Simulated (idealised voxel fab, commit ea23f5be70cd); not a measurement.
Process module in this document: voxel capacitor over wiring
Each square cell in cross-section cut measures 5 nm, and the section as a whole is 230 nm wide.
In what follows, cross-sections appear as grids of square cells, described through bands that run from the top down, where every band is one or more rows of cells. Band: top and bottom heights (nm) first, top before bottom; then materials from left to right, widths in nm. "full width" marks a sole material filling the band edge to edge. "empty" denotes empty space. The reference from which all heights are counted is 0, the level beneath which the as-received wafer is entirely one material; the lowest band, having no lower bound, proceeds downward and is written after the example "0..down". So if you see something like "30 to 40" for the width, read it as the top row of the band sitting at the first number and the bottom row at the second, with every row in between moving by the same amount as the last. The cross-section has no changed cell in any step marked "remained unchanged". If an empty space has no open way to the top and is at least 8 cells in size, "Enclosed void inventory" lists it, written width x height at distance, where distance is measured from the left edge and every value is in nm. Past the settings on a step's line: simulator remark, on that step. The line of a step may include "overlay nm". On a step with a mask, this value is how far to the right of its planned place the mask lay. A negative value means the mask lay to the left.

This section lists the process steps that were planned
1: RECEIVE [material Si]
2: CONFORMAL_DEP [material SiO2] [thk nm 10]
3: DIRECTIONAL_DEP [material TiN] [thk nm 5]
4: DIRECTIONAL_DEP [material Ru] [thk nm 25]
5: DIRECTIONAL_DEP [material aC] [thk nm 15]
6: PATTERN [tone cover] [mask id METAL_1] [material resist] [width nm 25] [pitch nm 90] [thk nm 30] [overlay nm 0]
7: DIRECTIONAL_ETCH [etch materials aC] [depth nm 15]
8: STRIP [etch materials resist]
9: DIRECTIONAL_ETCH [etch materials Ru] [depth nm 25]
10: DIRECTIONAL_ETCH [etch materials TiN] [depth nm 5]
11: STRIP [etch materials aC]
12: CONFORMAL_DEP [material SiCN] [thk nm 5]
13: FILL_DEP [material SiO2] [thk nm 10]
14: CMP [height nm 40]
15: CONFORMAL_DEP [material SiCN] [thk nm 5]
16: DIRECTIONAL_DEP [material SiO2] [thk nm 20]
17: PATTERN [tone open] [mask id PLUG_1] [material resist] [width nm 15] [thk nm 15] [overlay nm 0]
18: DIRECTIONAL_ETCH [etch materials SiO2] [depth nm 20]
19: DIRECTIONAL_ETCH [etch materials SiCN] [depth nm 5]
20: STRIP [etch materials resist]
21: CONFORMAL_DEP [material TiN] [thk nm 5]
22: FILL_DEP [material Ru] [thk nm 5]
23: CMP [height nm 65]
24: DIRECTIONAL_DEP [material TiN] [thk nm 5]
25: DIRECTIONAL_DEP [material HfO2] [thk nm 5]
26: DIRECTIONAL_DEP [material TiN] [thk nm 5]
27: DIRECTIONAL_DEP [material aC] [thk nm 10]
28: PATTERN [tone cover] [mask id UPPER_PLATE] [material resist] [width nm 70] [thk nm 25] [overlay nm 0]
29: DIRECTIONAL_ETCH [etch materials aC] [depth nm 10]
30: STRIP [etch materials resist]
31: DIRECTIONAL_ETCH [etch materials TiN] [depth nm 5]
32: DIRECTIONAL_ETCH [etch materials HfO2] [depth nm 5]
33: STRIP [etch materials aC]
34: DIRECTIONAL_DEP [material aC] [thk nm 10]
35: PATTERN [tone cover] [mask id LOWER_PLATE] [material resist] [width nm 80] [thk nm 30] [overlay nm 0]
36: DIRECTIONAL_ETCH [etch materials aC] [depth nm 10]
37: STRIP [etch materials resist]
38: DIRECTIONAL_ETCH [etch materials TiN] [depth nm 5]
39: STRIP [etch materials aC]
40: FILL_DEP [material SiO2] [thk nm 15]
41: CMP [height nm 90]
42: PATTERN [tone open] [mask id PLUG_2] [material resist] [width nm 15] [thk nm 20] [overlay nm 0]
43: DIRECTIONAL_ETCH [etch materials SiO2] [depth nm 10]
44: STRIP [etch materials resist]
45: CONFORMAL_DEP [material TiN] [thk nm 5]
46: FILL_DEP [material W] [thk nm 10]
47: CMP [height nm 90]
48: CONFORMAL_DEP [material SiN] [thk nm 5]

Cross-section of the wafer as it came to us, i.e., already through step 1
> 0..down | Si full width
> Enclosed void inventory: none

Post-module cross-section: identical start and plan to those above, one misstep in execution
> 95..90 | SiN full width
> 90..85 | SiO2 75  TiN 5  aC 5  TiN 5  SiO2 140
> 85..75 | SiO2 75 to 65  TiN 15 to 70  SiO2 140 to 95
> 75..70 | SiO2 65  HfO2 70  SiO2 95
> 70..65 | SiO2 60  TiN 80  SiO2 90
> 65..45 | SiO2 65  TiN 5  Ru 5  TiN 5  SiO2 150
> 45..40 | SiCN 65  TiN 15  SiCN 150
> 40..15 | SiO2 50  SiCN 5  Ru 25  SiCN 5  SiO2 55  SiCN 5  Ru 25  SiCN 5  SiO2 55
> 15..10 | SiCN 55  TiN 25  SiCN 65  TiN 25  SiCN 60
> 10..0 | SiO2 full width
> 0..down | Si full width
> Enclosed void inventory: none
What went wrong in running the wafer? step 46 was run on a setting that differed from the plan, and what really ran there is FILL_DEP [material aC] [thk nm 10]
